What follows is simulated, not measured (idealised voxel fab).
Process module under the name voxel ribs on slabs
The cross-section on display is named cut; it measures 250 nm wide, and its cells are 5 nm squares.
In this document a cross-section is written as a grid of square cells. It is given as a series of bands, listed from the top down, and a band is one or more rows of cells.
Heights first: top, then bottom, in nm. Then materials, left to right, each with a width in nm. "everywhere" on a single material: fills the band edge to edge. "empty": empty space.
Ref level 0: as-received wafer is one material below here. Bottom band extends down with no lower bound ("z 0 and below").
A width such as "30->40" changes by the same amount from each row of cells to the next, from the band's top row to its bottom row.
Basically "remained the same" means that step didn't change any cell in the cross-section.
You'll see "Trapped voids" listing empty spaces that have no way open to the top, as long as they're 8 cells or more; the notation is width x height at distance, where the distance is from the left edge, and all of it is in nm.
Heads up: the bit after the settings on a step's line is the simulator's remark on that step.
Among the settings permitted on a step's line is "overlay nm"; applied to a step with a mask, it specifies the extent to which the mask lay to the right of its planned position, whereas a negative figure signifies a position to the left.
# The process steps that were planned are listed below
- 1: RECEIVE, material Si
- 2: DIRECTIONAL_DEP, material SiO2, thk nm 25
- 3: DIRECTIONAL_DEP, material polySi, thk nm 15
- 4: PATTERN, tone cover, mask id RIB, material resist, width nm 30, thk nm 20, overlay nm 0
- 5: DIRECTIONAL_ETCH, etch materials polySi, depth nm 10
- 6: STRIP, etch materials resist
- 7: MASKED_ETCH, tone cover, mask id SLAB, width nm 90, etch materials polySi, depth nm 5, overlay nm 0
- 8: FILL_DEP, material SiO2, thk nm 25
- 9: CMP, height nm 60
- 10: DIRECTIONAL_DEP, material TiN, thk nm 5
- 11: MASKED_ETCH, tone cover, mask id HEATER, width nm 40, etch materials TiN, depth nm 5, overlay nm 0
- 12: CONFORMAL_DEP, material SiO2, thk nm 10
# First wafer, two in total, run as planned
# Cross-section of the wafer as it came to us, i.e., already through step 1
  z 0 and below: Si everywhere
  Trapped voids: none
# Step 2 complete: cross-section through the wafer
  z 25 to 0: SiO2 everywhere
  below 0: unchanged
# Step 3 complete: cross-section through the wafer
  z 40 to 25: polySi everywhere
  below 25: unchanged
# Step 4 complete: cross-section through the wafer
  z 60 to 40: empty (110), resist (30), empty (110)
  below 40: unchanged
# Step 5 complete: cross-section through the wafer
  z 60 to 40: empty (110), resist (30), empty (110)
  z 40 to 30: empty (110), polySi (30), empty (110)
  below 30: unchanged
# Step 6 complete: cross-section through the wafer
  z 40 to 30: empty (110), polySi (30), empty (110)
  below 30: unchanged
# Step 7 complete: cross-section through the wafer
  z 40 to 30: empty (110), polySi (30), empty (110)
  z 30 to 25: empty (80), polySi (90), empty (80)
  below 25: unchanged
# Step 8 complete: cross-section through the wafer
  z 65 to 40: SiO2 everywhere
  z 40 to 30: SiO2 (110), polySi (30), SiO2 (110)
  z 30 to 25: SiO2 (80), polySi (90), SiO2 (80)
  below 25: unchanged
# Step 9 complete: cross-section through the wafer
  z 60 to 40: SiO2 everywhere
  below 40: unchanged
# Step 10 complete: cross-section through the wafer
  z 65 to 60: TiN everywhere
  below 60: unchanged
# Step 11 complete: cross-section through the wafer
  z 65 to 60: empty (105), TiN (40), empty (105)
  below 60: unchanged
# Step 12 complete: cross-section through the wafer
  z 75 to 70: empty (95), SiO2 (60), empty (95)
  z 70 to 65: SiO2 everywhere
  z 65 to 60: SiO2 (105), TiN (40), SiO2 (105)
  below 60: unchanged
# Wafer two. Same start, same plan, one slip in execution. Same as wafer one through step 2, inclusive
# The second wafer in cross-section, at the planned close of step 3
  z 50 to 25: polySi everywhere
  below 25: unchanged
# The second wafer in cross-section, at the planned close of step 4
  z 70 to 50: empty (110), resist (30), empty (110)
  below 50: unchanged
# The second wafer in cross-section, at the planned close of step 5
  z 70 to 50: empty (110), resist (30), empty (110)
  z 50 to 40: empty (110), polySi (30), empty (110)
  below 40: unchanged
# The second wafer in cross-section, at the planned close of step 6
  z 50 to 40: empty (110), polySi (30), empty (110)
  below 40: unchanged
# The second wafer in cross-section, at the planned close of step 7
  z 50 to 40: empty (110), polySi (30), empty (110)
  z 40 to 35: empty (80), polySi (90), empty (80)
  below 35: unchanged
# The second wafer in cross-section, at the planned close of step 8
  z 75 to 50: SiO2 everywhere
  z 50 to 40: SiO2 (110), polySi (30), SiO2 (110)
  z 40 to 35: SiO2 (80), polySi (90), SiO2 (80)
  below 35: unchanged
# The second wafer in cross-section, at the planned close of step 9
  z 60 to 50: SiO2 everywhere
  below 50: unchanged
# The second wafer in cross-section, at the planned close of step 10
  z 65 to 60: TiN everywhere
  below 60: unchanged
# The second wafer in cross-section, at the planned close of step 11
  z 65 to 60: empty (105), TiN (40), empty (105)
  below 60: unchanged
# The second wafer in cross-section, at the planned close of step 12
  z 75 to 70: empty (95), SiO2 (60), empty (95)
  z 70 to 65: SiO2 everywhere
  z 65 to 60: SiO2 (105), TiN (40), SiO2 (105)
  below 60: unchanged
Nonconformance to the process plan: step 3 ran with different settings than intended, the actual operation and settings being DIRECTIONAL_DEP, material polySi, thk nm 25
End of process, cell counts, second wafer against first, materials with more or fewer: SiO2 -100 | polySi +100
